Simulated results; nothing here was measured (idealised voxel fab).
The process module that follows is named voxel wiring stack.
Cross-section cut: width 145 nm, square cells of 5 nm.
For the purposes of this document, a cross-section shall be understood as a grid of square cells, specified as bands listed in top-to-bottom order, each band consisting of one or more rows of cells. It is stipulated that each band's entry specify, in nanometres, the height of the top of the band and then that of its bottom, followed by the materials of the band in left-to-right sequence, each together with its width in nanometres. A single material marked by the word "all across" is understood to fill the band from edge to edge; the word "air" is understood to denote empty space. A quick word on heights: they are counted from 0, and under that level the wafer as it came to us is one material throughout. The lowest band is different from the rest in having no bottom; it simply continues downward, written as in "0..down". Width spec "30..40" -> top row of cells at first value, bottom row at second value, equal per-row change in between. The cross-section has no changed cell in any step marked "stayed the same". So "Voids, enclosed" is basically the list of trapped voids: any empty space of 8 cells or more that can't reach the top through an opening. They're written width x height at distance, the distance being from the left edge, and it's all nm. Read whatever lies past the settings on a step's line as the simulator's own remark about the step. overlay nm: how far to the right of its planned place the mask lay on this masked step (negative: to the left).
These are the steps we planned for the process
1: RECEIVE: material Si
2: CONFORMAL_DEP: material SiO2, thk nm 10
3: DIRECTIONAL_DEP: material TiN, thk nm 5
4: DIRECTIONAL_DEP: material Ru, thk nm 20
5: PATTERN: tone cover, mask id METAL_1, material resist, width nm 30, pitch nm 55, thk nm 20, overlay nm 0
6: DIRECTIONAL_ETCH: etch materials Ru, depth nm 20
7: DIRECTIONAL_ETCH: etch materials TiN, depth nm 5
8: STRIP: etch materials resist
9: CONFORMAL_DEP: material SiCN, thk nm 5
10: FILL_DEP: material SiO2, thk nm 10
11: CMP: height nm 35
12: CONFORMAL_DEP: material SiCN, thk nm 5
13: DIRECTIONAL_DEP: material SiO2, thk nm 10
14: MASKED_ETCH: tone open, mask id PLUG_1, width nm 15, etch materials SiO2, depth nm 10, overlay nm 0
15: MASKED_ETCH: tone open, mask id PLUG_1, width nm 15, etch materials SiCN, depth nm 5, overlay nm 0
16: CONFORMAL_DEP: material TiN, thk nm 5
17: FILL_DEP: material W, thk nm 10
18: CMP: height nm 50
19: CONFORMAL_DEP: material SiCN, thk nm 5
20: DIRECTIONAL_DEP: material lowk, thk nm 20
21: DIRECTIONAL_DEP: material aC, thk nm 10
22: PATTERN: tone open, mask id METAL_2, material resist, width nm 30, pitch nm 55, thk nm 30, overlay nm 0
23: DIRECTIONAL_ETCH: etch materials aC, depth nm 10
24: STRIP: etch materials resist
25: DIRECTIONAL_ETCH: etch materials lowk, depth nm 20
26: DIRECTIONAL_ETCH: etch materials SiCN, depth nm 5
27: STRIP: etch materials aC
28: CONFORMAL_DEP: material TiN, thk nm 5
29: FILL_DEP: material Cu, thk nm 5
30: CMP: height nm 75
31: CONFORMAL_DEP: material SiCN, thk nm 5
32: DIRECTIONAL_DEP: material SiO2, thk nm 20
33: DIRECTIONAL_DEP: material aC, thk nm 10
34: PATTERN: tone open, mask id PLUG_2, material resist, width nm 15, pitch nm 55, thk nm 30, overlay nm 0
35: DIRECTIONAL_ETCH: etch materials aC, depth nm 10
36: STRIP: etch materials resist
37: DIRECTIONAL_ETCH: etch materials SiO2, depth nm 20
38: DIRECTIONAL_ETCH: etch materials SiCN, depth nm 5
39: STRIP: etch materials aC
40: CONFORMAL_DEP: material TiN, thk nm 5
41: FILL_DEP: material W, thk nm 10
42: CMP: height nm 100
43: DIRECTIONAL_DEP: material TiN, thk nm 5
44: DIRECTIONAL_DEP: material Ru, thk nm 25
45: MASKED_ETCH: tone cover, mask id METAL_3, width nm 30, pitch nm 55, etch materials Ru, depth nm 25, overlay nm 0
46: MASKED_ETCH: tone cover, mask id METAL_3, width nm 30, pitch nm 55, etch materials TiN, depth nm 5, overlay nm 0
47: FILL_DEP: material SiO2, thk nm 10
48: CMP: height nm 130
49: CONFORMAL_DEP: material SiN, thk nm 5
First of two wafers: run as planned
As received (post step 1): cross-section
	0..down | Si all across
	Voids, enclosed: none
Sectional view: wafer, after step 2
	10..0 | SiO2 all across
	Whatever lies below 0 is exactly as it was before.
Sectional view: wafer, after step 3
	15..10 | TiN all across
	Whatever lies below 10 is exactly as it was before.
Sectional view: wafer, after step 4
	35..15 | Ru all across
	Whatever lies below 15 is exactly as it was before.
Sectional view: wafer, after step 5
	55..35 | air 30 nm, resist 30 nm, air 25 nm, resist 30 nm, air 30 nm
	Whatever lies below 35 is exactly as it was before.
Sectional view: wafer, after step 6
	55..35 | air 30 nm, resist 30 nm, air 25 nm, resist 30 nm, air 30 nm
	35..15 | air 30 nm, Ru 30 nm, air 25 nm, Ru 30 nm, air 30 nm
	Whatever lies below 15 is exactly as it was before.
Sectional view: wafer, after step 7
	55..35 | air 30 nm, resist 30 nm, air 25 nm, resist 30 nm, air 30 nm
	35..15 | air 30 nm, Ru 30 nm, air 25 nm, Ru 30 nm, air 30 nm
	15..10 | air 30 nm, TiN 30 nm, air 25 nm, TiN 30 nm, air 30 nm
	Whatever lies below 10 is exactly as it was before.
Sectional view: wafer, after step 8
	35..15 | air 30 nm, Ru 30 nm, air 25 nm, Ru 30 nm, air 30 nm
	Whatever lies below 15 is exactly as it was before.
Sectional view: wafer, after step 9
	40..35 | air 25 nm, SiCN 40 nm, air 15 nm, SiCN 40 nm, air 25 nm
	35..15 | air 25 nm, SiCN 5 nm, Ru 30 nm, SiCN 5 nm, air 15 nm, SiCN 5 nm, Ru 30 nm, SiCN 5 nm, air 25 nm
	15..10 | SiCN 30 nm, TiN 30 nm, SiCN 25 nm, TiN 30 nm, SiCN 30 nm
	Whatever lies below 10 is exactly as it was before.
Sectional view: wafer, after step 10
	50..40 | SiO2 all across
	40..35 | SiO2 25 nm, SiCN 40 nm, SiO2 15 nm, SiCN 40 nm, SiO2 25 nm
	35..15 | SiO2 25 nm, SiCN 5 nm, Ru 30 nm, SiCN 5 nm, SiO2 15 nm, SiCN 5 nm, Ru 30 nm, SiCN 5 nm, SiO2 25 nm
	Whatever lies below 15 is exactly as it was before.
Sectional view: wafer, after step 11
	35..15 | SiO2 25 nm, SiCN 5 nm, Ru 30 nm, SiCN 5 nm, SiO2 15 nm, SiCN 5 nm, Ru 30 nm, SiCN 5 nm, SiO2 25 nm
	Whatever lies below 15 is exactly as it was before.
Sectional view: wafer, after step 12
	40..35 | SiCN all across
	Whatever lies below 35 is exactly as it was before.
Sectional view: wafer, after step 13
	50..40 | SiO2 all across
	Whatever lies below 40 is exactly as it was before.
Sectional view: wafer, after step 14
	50..40 | SiO2 30 nm, air 15 nm, SiO2 100 nm
	Whatever lies below 40 is exactly as it was before.
Sectional view: wafer, after step 15
	50..40 | SiO2 30 nm, air 15 nm, SiO2 100 nm
	40..35 | SiCN 30 nm, air 15 nm, SiCN 100 nm
	Whatever lies below 35 is exactly as it was before.
Sectional view: wafer, after step 16
	55..50 | TiN 35 nm, air 5 nm, TiN 105 nm
	50..40 | SiO2 30 nm, TiN 5 nm, air 5 nm, TiN 5 nm, SiO2 100 nm
	40..35 | SiCN 30 nm, TiN 15 nm, SiCN 100 nm
	Whatever lies below 35 is exactly as it was before.
Sectional view: wafer, after step 17
	65..55 | W all across
	55..50 | TiN 35 nm, W 5 nm, TiN 105 nm
	50..40 | SiO2 30 nm, TiN 5 nm, W 5 nm, TiN 5 nm, SiO2 100 nm
	Whatever lies below 40 is exactly as it was before.
Sectional view: wafer, after step 18
	50..40 | SiO2 30 nm, TiN 5 nm, W 5 nm, TiN 5 nm, SiO2 100 nm
	Whatever lies below 40 is exactly as it was before.
Sectional view: wafer, after step 19
	55..50 | SiCN all across
	Whatever lies below 50 is exactly as it was before.
Sectional view: wafer, after step 20
	75..55 | lowk all across
	Whatever lies below 55 is exactly as it was before.
Sectional view: wafer, after step 21
	85..75 | aC all across
	Whatever lies below 75 is exactly as it was before.
Sectional view: wafer, after step 22
	115..85 | resist 30 nm, air 30 nm, resist 25 nm, air 30 nm, resist 30 nm
	Whatever lies below 85 is exactly as it was before.
Sectional view: wafer, after step 23
	105..85 | resist 30 nm, air 30 nm, resist 25 nm, air 30 nm, resist 30 nm
	85..75 | aC 30 nm, air 30 nm, aC 25 nm, air 30 nm, aC 30 nm
	Whatever lies below 75 is exactly as it was before.
Sectional view: wafer, after step 24
	85..75 | aC 30 nm, air 30 nm, aC 25 nm, air 30 nm, aC 30 nm
	Whatever lies below 75 is exactly as it was before.
Sectional view: wafer, after step 25
	85..75 | aC 30 nm, air 30 nm, aC 25 nm, air 30 nm, aC 30 nm
	75..55 | lowk 30 nm, air 30 nm, lowk 25 nm, air 30 nm, lowk 30 nm
	Whatever lies below 55 is exactly as it was before.
Sectional view: wafer, after step 26
	85..75 | aC 30 nm, air 30 nm, aC 25 nm, air 30 nm, aC 30 nm
	75..55 | lowk 30 nm, air 30 nm, lowk 25 nm, air 30 nm, lowk 30 nm
	55..50 | SiCN 30 nm, air 30 nm, SiCN 25 nm, air 30 nm, SiCN 30 nm
	Whatever lies below 50 is exactly as it was before.
Sectional view: wafer, after step 27
	75..55 | lowk 30 nm, air 30 nm, lowk 25 nm, air 30 nm, lowk 30 nm
	Whatever lies below 55 is exactly as it was before.
Sectional view: wafer, after step 28
	80..75 | TiN 35 nm, air 20 nm, TiN 35 nm, air 20 nm, TiN 35 nm
	75..55 | lowk 30 nm, TiN 5 nm, air 20 nm, TiN 5 nm, lowk 25 nm, TiN 5 nm, air 20 nm, TiN 5 nm, lowk 30 nm
	55..50 | SiCN 30 nm, TiN 30 nm, SiCN 25 nm, TiN 30 nm, SiCN 30 nm
	Whatever lies below 50 is exactly as it was before.
Sectional view: wafer, after step 29
	85..80 | Cu all across
	80..75 | TiN 35 nm, Cu 20 nm, TiN 35 nm, Cu 20 nm, TiN 35 nm
	75..55 | lowk 30 nm, TiN 5 nm, Cu 20 nm, TiN 5 nm, lowk 25 nm, TiN 5 nm, Cu 20 nm, TiN 5 nm, lowk 30 nm
	Whatever lies below 55 is exactly as it was before.
Sectional view: wafer, after step 30
	75..55 | lowk 30 nm, TiN 5 nm, Cu 20 nm, TiN 5 nm, lowk 25 nm, TiN 5 nm, Cu 20 nm, TiN 5 nm, lowk 30 nm
	Whatever lies below 55 is exactly as it was before.
Sectional view: wafer, after step 31
	80..75 | SiCN all across
	Whatever lies below 75 is exactly as it was before.
Sectional view: wafer, after step 32
	100..80 | SiO2 all across
	Whatever lies below 80 is exactly as it was before.
Sectional view: wafer, after step 33
	110..100 | aC all across
	Whatever lies below 100 is exactly as it was before.
Sectional view: wafer, after step 34
	140..110 | resist 30 nm, air 15 nm, resist 40 nm, air 15 nm, resist 45 nm
	Whatever lies below 110 is exactly as it was before.
Sectional view: wafer, after step 35
	130..110 | resist 30 nm, air 15 nm, resist 40 nm, air 15 nm, resist 45 nm
	110..100 | aC 30 nm, air 15 nm, aC 40 nm, air 15 nm, aC 45 nm
	Whatever lies below 100 is exactly as it was before.
Sectional view: wafer, after step 36
	110..100 | aC 30 nm, air 15 nm, aC 40 nm, air 15 nm, aC 45 nm
	Whatever lies below 100 is exactly as it was before.
Sectional view: wafer, after step 37
	110..100 | aC 30 nm, air 15 nm, aC 40 nm, air 15 nm, aC 45 nm
	100..80 | SiO2 30 nm, air 15 nm, SiO2 40 nm, air 15 nm, SiO2 45 nm
	Whatever lies below 80 is exactly as it was before.
Sectional view: wafer, after step 38
	110..100 | aC 30 nm, air 15 nm, aC 40 nm, air 15 nm, aC 45 nm
	100..80 | SiO2 30 nm, air 15 nm, SiO2 40 nm, air 15 nm, SiO2 45 nm
	80..75 | SiCN 30 nm, air 15 nm, SiCN 40 nm, air 15 nm, SiCN 45 nm
	Whatever lies below 75 is exactly as it was before.
Sectional view: wafer, after step 39
	100..80 | SiO2 30 nm, air 15 nm, SiO2 40 nm, air 15 nm, SiO2 45 nm
	Whatever lies below 80 is exactly as it was before.
Sectional view: wafer, after step 40
	105..100 | TiN 35 nm, air 5 nm, TiN 50 nm, air 5 nm, TiN 50 nm
	100..80 | SiO2 30 nm, TiN 5 nm, air 5 nm, TiN 5 nm, SiO2 40 nm, TiN 5 nm, air 5 nm, TiN 5 nm, SiO2 45 nm
	80..75 | SiCN 30 nm, TiN 15 nm, SiCN 40 nm, TiN 15 nm, SiCN 45 nm
	Whatever lies below 75 is exactly as it was before.
Sectional view: wafer, after step 41
	115..105 | W all across
	105..100 | TiN 35 nm, W 5 nm, TiN 50 nm, W 5 nm, TiN 50 nm
	100..80 | SiO2 30 nm, TiN 5 nm, W 5 nm, TiN 5 nm, SiO2 40 nm, TiN 5 nm, W 5 nm, TiN 5 nm, SiO2 45 nm
	Whatever lies below 80 is exactly as it was before.
Sectional view: wafer, after step 42
	100..80 | SiO2 30 nm, TiN 5 nm, W 5 nm, TiN 5 nm, SiO2 40 nm, TiN 5 nm, W 5 nm, TiN 5 nm, SiO2 45 nm
	Whatever lies below 80 is exactly as it was before.
Sectional view: wafer, after step 43
	105..100 | TiN all across
	Whatever lies below 100 is exactly as it was before.
Sectional view: wafer, after step 44
	130..105 | Ru all across
	Whatever lies below 105 is exactly as it was before.
Sectional view: wafer, after step 45
	130..105 | air 30 nm, Ru 30 nm, air 25 nm, Ru 30 nm, air 30 nm
	Whatever lies below 105 is exactly as it was before.
Sectional view: wafer, after step 46
	130..105 | air 30 nm, Ru 30 nm, air 25 nm, Ru 30 nm, air 30 nm
	105..100 | air 30 nm, TiN 30 nm, air 25 nm, TiN 30 nm, air 30 nm
	Whatever lies below 100 is exactly as it was before.
Sectional view: wafer, after step 47
	140..130 | SiO2 all across
	130..105 | SiO2 30 nm, Ru 30 nm, SiO2 25 nm, Ru 30 nm, SiO2 30 nm
	105..100 | SiO2 30 nm, TiN 30 nm, SiO2 25 nm, TiN 30 nm, SiO2 30 nm
	Whatever lies below 100 is exactly as it was before.
Sectional view: wafer, after step 48
	130..105 | SiO2 30 nm, Ru 30 nm, SiO2 25 nm, Ru 30 nm, SiO2 30 nm
	Whatever lies below 105 is exactly as it was before.
Sectional view: wafer, after step 49
	135..130 | SiN all across
	Whatever lies below 130 is exactly as it was before.
Regarding the second of the two wafers: it shared the first wafer's starting condition and process plan, yet one error occurred during its execution. Its history coincides with that of the first wafer up to and including step 1
Cross-section, second wafer, at the end time the plan gives for step 2
	5..0 | SiO2 all across
	Whatever lies below 0 is exactly as it was before.
Cross-section, second wafer, at the end time the plan gives for step 3
	10..5 | TiN all across
	Whatever lies below 5 is exactly as it was before.
Cross-section, second wafer, at the end time the plan gives for step 4
	30..10 | Ru all across
	Whatever lies below 10 is exactly as it was before.
Cross-section, second wafer, at the end time the plan gives for step 5
	50..30 | air 30 nm, resist 30 nm, air 25 nm, resist 30 nm, air 30 nm
	Whatever lies below 30 is exactly as it was before.
Cross-section, second wafer, at the end time the plan gives for step 6
	50..30 | air 30 nm, resist 30 nm, air 25 nm, resist 30 nm, air 30 nm
	30..10 | air 30 nm, Ru 30 nm, air 25 nm, Ru 30 nm, air 30 nm
	Whatever lies below 10 is exactly as it was before.
Cross-section, second wafer, at the end time the plan gives for step 7
	50..30 | air 30 nm, resist 30 nm, air 25 nm, resist 30 nm, air 30 nm
	30..10 | air 30 nm, Ru 30 nm, air 25 nm, Ru 30 nm, air 30 nm
	10..5 | air 30 nm, TiN 30 nm, air 25 nm, TiN 30 nm, air 30 nm
	Whatever lies below 5 is exactly as it was before.
Cross-section, second wafer, at the end time the plan gives for step 8
	30..10 | air 30 nm, Ru 30 nm, air 25 nm, Ru 30 nm, air 30 nm
	Whatever lies below 10 is exactly as it was before.
Cross-section, second wafer, at the end time the plan gives for step 9
	35..30 | air 25 nm, SiCN 40 nm, air 15 nm, SiCN 40 nm, air 25 nm
	30..10 | air 25 nm, SiCN 5 nm, Ru 30 nm, SiCN 5 nm, air 15 nm, SiCN 5 nm, Ru 30 nm, SiCN 5 nm, air 25 nm
	10..5 | SiCN 30 nm, TiN 30 nm, SiCN 25 nm, TiN 30 nm, SiCN 30 nm
	Whatever lies below 5 is exactly as it was before.
Cross-section, second wafer, at the end time the plan gives for step 10
	45..35 | SiO2 all across
	35..30 | SiO2 25 nm, SiCN 40 nm, SiO2 15 nm, SiCN 40 nm, SiO2 25 nm
	30..10 | SiO2 25 nm, SiCN 5 nm, Ru 30 nm, SiCN 5 nm, SiO2 15 nm, SiCN 5 nm, Ru 30 nm, SiCN 5 nm, SiO2 25 nm
	Whatever lies below 10 is exactly as it was before.
Cross-section, second wafer, at the end time the plan gives for step 11
	35..30 | SiO2 25 nm, SiCN 40 nm, SiO2 15 nm, SiCN 40 nm, SiO2 25 nm
	Whatever lies below 30 is exactly as it was before.
Cross-section, second wafer, at the end time the plan gives for step 12
	40..35 | SiCN all across
	Whatever lies below 35 is exactly as it was before.
Cross-section, second wafer, at the end time the plan gives for step 13
	50..40 | SiO2 all across
	Whatever lies below 40 is exactly as it was before.
Cross-section, second wafer, at the end time the plan gives for step 14
	50..40 | SiO2 30 nm, air 15 nm, SiO2 100 nm
	Whatever lies below 40 is exactly as it was before.
Cross-section, second wafer, at the end time the plan gives for step 15
	50..40 | SiO2 30 nm, air 15 nm, SiO2 100 nm
	40..35 | SiCN 30 nm, air 15 nm, SiCN 100 nm
	Whatever lies below 35 is exactly as it was before.
Cross-section, second wafer, at the end time the plan gives for step 16
	55..50 | TiN 35 nm, air 5 nm, TiN 105 nm
	50..40 | SiO2 30 nm, TiN 5 nm, air 5 nm, TiN 5 nm, SiO2 100 nm
	40..35 | SiCN 30 nm, TiN 15 nm, SiCN 100 nm
	Whatever lies below 35 is exactly as it was before.
Cross-section, second wafer, at the end time the plan gives for step 17
	65..55 | W all across
	55..50 | TiN 35 nm, W 5 nm, TiN 105 nm
	50..40 | SiO2 30 nm, TiN 5 nm, W 5 nm, TiN 5 nm, SiO2 100 nm
	Whatever lies below 40 is exactly as it was before.
Cross-section, second wafer, at the end time the plan gives for step 18
	50..40 | SiO2 30 nm, TiN 5 nm, W 5 nm, TiN 5 nm, SiO2 100 nm
	Whatever lies below 40 is exactly as it was before.
Cross-section, second wafer, at the end time the plan gives for step 19
	55..50 | SiCN all across
	Whatever lies below 50 is exactly as it was before.
Cross-section, second wafer, at the end time the plan gives for step 20
	75..55 | lowk all across
	Whatever lies below 55 is exactly as it was before.
Cross-section, second wafer, at the end time the plan gives for step 21
	85..75 | aC all across
	Whatever lies below 75 is exactly as it was before.
Cross-section, second wafer, at the end time the plan gives for step 22
	115..85 | resist 30 nm, air 30 nm, resist 25 nm, air 30 nm, resist 30 nm
	Whatever lies below 85 is exactly as it was before.
Cross-section, second wafer, at the end time the plan gives for step 23
	105..85 | resist 30 nm, air 30 nm, resist 25 nm, air 30 nm, resist 30 nm
	85..75 | aC 30 nm, air 30 nm, aC 25 nm, air 30 nm, aC 30 nm
	Whatever lies below 75 is exactly as it was before.
Cross-section, second wafer, at the end time the plan gives for step 24
	85..75 | aC 30 nm, air 30 nm, aC 25 nm, air 30 nm, aC 30 nm
	Whatever lies below 75 is exactly as it was before.
Cross-section, second wafer, at the end time the plan gives for step 25
	85..75 | aC 30 nm, air 30 nm, aC 25 nm, air 30 nm, aC 30 nm
	75..55 | lowk 30 nm, air 30 nm, lowk 25 nm, air 30 nm, lowk 30 nm
	Whatever lies below 55 is exactly as it was before.
Cross-section, second wafer, at the end time the plan gives for step 26
	85..75 | aC 30 nm, air 30 nm, aC 25 nm, air 30 nm, aC 30 nm
	75..55 | lowk 30 nm, air 30 nm, lowk 25 nm, air 30 nm, lowk 30 nm
	55..50 | SiCN 30 nm, air 30 nm, SiCN 25 nm, air 30 nm, SiCN 30 nm
	Whatever lies below 50 is exactly as it was before.
Cross-section, second wafer, at the end time the plan gives for step 27
	75..55 | lowk 30 nm, air 30 nm, lowk 25 nm, air 30 nm, lowk 30 nm
	Whatever lies below 55 is exactly as it was before.
Cross-section, second wafer, at the end time the plan gives for step 28
	80..75 | TiN 35 nm, air 20 nm, TiN 35 nm, air 20 nm, TiN 35 nm
	75..55 | lowk 30 nm, TiN 5 nm, air 20 nm, TiN 5 nm, lowk 25 nm, TiN 5 nm, air 20 nm, TiN 5 nm, lowk 30 nm
	55..50 | SiCN 30 nm, TiN 30 nm, SiCN 25 nm, TiN 30 nm, SiCN 30 nm
	Whatever lies below 50 is exactly as it was before.
Cross-section, second wafer, at the end time the plan gives for step 29
	85..80 | Cu all across
	80..75 | TiN 35 nm, Cu 20 nm, TiN 35 nm, Cu 20 nm, TiN 35 nm
	75..55 | lowk 30 nm, TiN 5 nm, Cu 20 nm, TiN 5 nm, lowk 25 nm, TiN 5 nm, Cu 20 nm, TiN 5 nm, lowk 30 nm
	Whatever lies below 55 is exactly as it was before.
Cross-section, second wafer, at the end time the plan gives for step 30
	75..55 | lowk 30 nm, TiN 5 nm, Cu 20 nm, TiN 5 nm, lowk 25 nm, TiN 5 nm, Cu 20 nm, TiN 5 nm, lowk 30 nm
	Whatever lies below 55 is exactly as it was before.
Cross-section, second wafer, at the end time the plan gives for step 31
	80..75 | SiCN all across
	Whatever lies below 75 is exactly as it was before.
Cross-section, second wafer, at the end time the plan gives for step 32
	100..80 | SiO2 all across
	Whatever lies below 80 is exactly as it was before.
Cross-section, second wafer, at the end time the plan gives for step 33
	110..100 | aC all across
	Whatever lies below 100 is exactly as it was before.
Cross-section, second wafer, at the end time the plan gives for step 34
	140..110 | resist 30 nm, air 15 nm, resist 40 nm, air 15 nm, resist 45 nm
	Whatever lies below 110 is exactly as it was before.
Cross-section, second wafer, at the end time the plan gives for step 35
	130..110 | resist 30 nm, air 15 nm, resist 40 nm, air 15 nm, resist 45 nm
	110..100 | aC 30 nm, air 15 nm, aC 40 nm, air 15 nm, aC 45 nm
	Whatever lies below 100 is exactly as it was before.
Cross-section, second wafer, at the end time the plan gives for step 36
	110..100 | aC 30 nm, air 15 nm, aC 40 nm, air 15 nm, aC 45 nm
	Whatever lies below 100 is exactly as it was before.
Cross-section, second wafer, at the end time the plan gives for step 37
	110..100 | aC 30 nm, air 15 nm, aC 40 nm, air 15 nm, aC 45 nm
	100..80 | SiO2 30 nm, air 15 nm, SiO2 40 nm, air 15 nm, SiO2 45 nm
	Whatever lies below 80 is exactly as it was before.
Cross-section, second wafer, at the end time the plan gives for step 38
	110..100 | aC 30 nm, air 15 nm, aC 40 nm, air 15 nm, aC 45 nm
	100..80 | SiO2 30 nm, air 15 nm, SiO2 40 nm, air 15 nm, SiO2 45 nm
	80..75 | SiCN 30 nm, air 15 nm, SiCN 40 nm, air 15 nm, SiCN 45 nm
	Whatever lies below 75 is exactly as it was before.
Cross-section, second wafer, at the end time the plan gives for step 39
	100..80 | SiO2 30 nm, air 15 nm, SiO2 40 nm, air 15 nm, SiO2 45 nm
	Whatever lies below 80 is exactly as it was before.
Cross-section, second wafer, at the end time the plan gives for step 40
	105..100 | TiN 35 nm, air 5 nm, TiN 50 nm, air 5 nm, TiN 50 nm
	100..80 | SiO2 30 nm, TiN 5 nm, air 5 nm, TiN 5 nm, SiO2 40 nm, TiN 5 nm, air 5 nm, TiN 5 nm, SiO2 45 nm
	80..75 | SiCN 30 nm, TiN 15 nm, SiCN 40 nm, TiN 15 nm, SiCN 45 nm
	Whatever lies below 75 is exactly as it was before.
Cross-section, second wafer, at the end time the plan gives for step 41
	115..105 | W all across
	105..100 | TiN 35 nm, W 5 nm, TiN 50 nm, W 5 nm, TiN 50 nm
	100..80 | SiO2 30 nm, TiN 5 nm, W 5 nm, TiN 5 nm, SiO2 40 nm, TiN 5 nm, W 5 nm, TiN 5 nm, SiO2 45 nm
	Whatever lies below 80 is exactly as it was before.
Cross-section, second wafer, at the end time the plan gives for step 42
	100..80 | SiO2 30 nm, TiN 5 nm, W 5 nm, TiN 5 nm, SiO2 40 nm, TiN 5 nm, W 5 nm, TiN 5 nm, SiO2 45 nm
	Whatever lies below 80 is exactly as it was before.
Cross-section, second wafer, at the end time the plan gives for step 43
	105..100 | TiN all across
	Whatever lies below 100 is exactly as it was before.
Cross-section, second wafer, at the end time the plan gives for step 44
	130..105 | Ru all across
	Whatever lies below 105 is exactly as it was before.
Cross-section, second wafer, at the end time the plan gives for step 45
	130..105 | air 30 nm, Ru 30 nm, air 25 nm, Ru 30 nm, air 30 nm
	Whatever lies below 105 is exactly as it was before.
Cross-section, second wafer, at the end time the plan gives for step 46
	130..105 | air 30 nm, Ru 30 nm, air 25 nm, Ru 30 nm, air 30 nm
	105..100 | air 30 nm, TiN 30 nm, air 25 nm, TiN 30 nm, air 30 nm
	Whatever lies below 100 is exactly as it was before.
Cross-section, second wafer, at the end time the plan gives for step 47
	140..130 | SiO2 all across
	130..105 | SiO2 30 nm, Ru 30 nm, SiO2 25 nm, Ru 30 nm, SiO2 30 nm
	105..100 | SiO2 30 nm, TiN 30 nm, SiO2 25 nm, TiN 30 nm, SiO2 30 nm
	Whatever lies below 100 is exactly as it was before.
Cross-section, second wafer, at the end time the plan gives for step 48
	130..105 | SiO2 30 nm, Ru 30 nm, SiO2 25 nm, Ru 30 nm, SiO2 30 nm
	Whatever lies below 105 is exactly as it was before.
Cross-section, second wafer, at the end time the plan gives for step 49
	135..130 | SiN all across
	Whatever lies below 130 is exactly as it was before.
Processing error: step 2 was processed under conditions differing from the plan, specifically as CONFORMAL_DEP: material SiO2, thk nm 5
It is noted that, at the conclusion of processing, the second wafer exhibits a higher or lower cell count for certain materials relative to the first: +16 SiCN | -16 SiO2
